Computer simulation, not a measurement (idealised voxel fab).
You're looking at the process module voxel released beams.
Section cut is 150 nm wide and gridded with 5 nm square cells.
The cross-sections in this document take the form of a grid made of square cells. They are written out as bands, in order from top to bottom. Each band consists of one or more rows of cells. Within each band entry, the heights of the top and of the bottom of the band appear first, in that order and in nm; the materials of the band then follow from left to right, each with its corresponding width in nm. The designation "all across" on a single material indicates that it fills the band from edge to edge; the designation "empty" indicates empty space. Heights from 0 (as-received wafer is one material below). Bottom band endless downward, as "from 0 down". So if you see something like "30 to 40" for the width, read it as the top row of the band sitting at the first number and the bottom row at the second, with every row in between moving by the same amount as the last. It should be understood that the words "nothing got changed", when stated for a given step, signify that the cross-section underwent no change in any of its cells during that step. "Unvented internal voids" lists enclosed empty spaces (at least 8 cells, no open path upward to the top), each as width x height at distance from the left edge, in nm. Anything after a step's settings on that line? It's the simulator's own note about the step. overlay nm, on a step with a mask: how far to the right of its planned place the mask lay; to the left if negative. From here on the document is pairs. In a pair, the cross-section before one process step comes with the cross-section after it, and the latter goes no deeper than the lowest band that changed. What lies in between, the step and its settings, is written under the pair. A pair may be from a different run of this module on the same starting wafer than the pair above it, so it continues from that pair only where its entry headed "Before the process" says so.
Before the process
    from 55 to 35 | empty 20 nm  resist 40 nm  empty 90 nm
    from 35 to 25 | empty 20 nm  aC 40 nm  empty 90 nm
    from 25 to 5 | SiO2 all across
    from 5 to 0 | Al2O3 all across
    from 0 down | Si all across
    Unvented internal voids: none
Cut View, Post-Step
    from 35 to 25 | empty 20 nm  aC 40 nm  empty 90 nm
    Below a height of 25, the structure has not been altered.
    Unvented internal voids: none
The step carried out between the cross-section before it and the cross-section after it, both shown above, is STRIP [etch materials resist]
Before the process: identical to the post-step cross-section of the immediately preceding pair.
Cut View, Post-Step
    from 35 to 25 | empty 20 nm  aC 40 nm  empty 90 nm
    from 25 to 5 | empty 20 nm  SiO2 40 nm  empty 90 nm
    Below a height of 5, the structure has not been altered.
    Unvented internal voids: none
The step carried out between the cross-section before it and the cross-section after it, both shown above, is DIRECTIONAL_ETCH [etch materials SiO2] [depth nm 20]
Before the process: identical to the post-step cross-section of the immediately preceding pair.
Cut View, Post-Step
    from 25 to 5 | empty 20 nm  SiO2 40 nm  empty 90 nm
    Below a height of 5, the structure has not been altered.
    Unvented internal voids: none
The step carried out between the cross-section before it and the cross-section after it, both shown above, is STRIP [etch materials aC]
Before the process: identical to the post-step cross-section of the immediately preceding pair.
Cut View, Post-Step
    from 40 to 25 | empty 5 nm  polySi 70 nm  empty 75 nm
    from 25 to 20 | empty 5 nm  polySi 15 nm  SiO2 40 nm  polySi 15 nm  empty 75 nm
    from 20 to 5 | polySi 20 nm  SiO2 40 nm  polySi 90 nm
    Below a height of 5, the structure has not been altered.
    Unvented internal voids: none
The step carried out between the cross-section before it and the cross-section after it, both shown above, is CONFORMAL_DEP [material polySi] [thk nm 15]
Before the process: identical to the post-step cross-section of the immediately preceding pair.
Cut View, Post-Step
    from 55 to 40 | empty 15 nm  resist 115 nm  empty 20 nm
    from 40 to 25 | empty 5 nm  polySi 70 nm  resist 55 nm  empty 20 nm
    from 25 to 20 | empty 5 nm  polySi 15 nm  SiO2 40 nm  polySi 15 nm  resist 55 nm  empty 20 nm
    Below a height of 20, the structure has not been altered.
    Unvented internal voids: none
The step carried out between the cross-section before it and the cross-section after it, both shown above, is PATTERN [tone cover] [mask id BEAM] [material resist] [width nm 115] [thk nm 15] [overlay nm 0]
Before the process: identical to the post-step cross-section of the immediately preceding pair.
Cut View, Post-Step
    from 55 to 40 | empty 15 nm  resist 115 nm  empty 20 nm
    from 40 to 25 | empty 15 nm  polySi 60 nm  resist 55 nm  empty 20 nm
    from 25 to 20 | empty 5 nm  polySi 15 nm  SiO2 40 nm  polySi 15 nm  resist 55 nm  empty 20 nm
    from 20 to 5 | empty 5 nm  polySi 15 nm  SiO2 40 nm  polySi 70 nm  empty 20 nm
    Below a height of 5, the structure has not been altered.
    Unvented internal voids: none
The step carried out between the cross-section before it and the cross-section after it, both shown above, is DIRECTIONAL_ETCH [etch materials polySi] [depth nm 15]
Before the process: identical to the post-step cross-section of the immediately preceding pair.
Cut View, Post-Step
    from 40 to 25 | empty 15 nm  polySi 60 nm  empty 75 nm
    from 25 to 20 | empty 5 nm  polySi 15 nm  SiO2 40 nm  polySi 15 nm  empty 75 nm
    Below a height of 20, the structure has not been altered.
    Unvented internal voids: none
The step carried out between the cross-section before it and the cross-section after it, both shown above, is STRIP [etch materials resist]
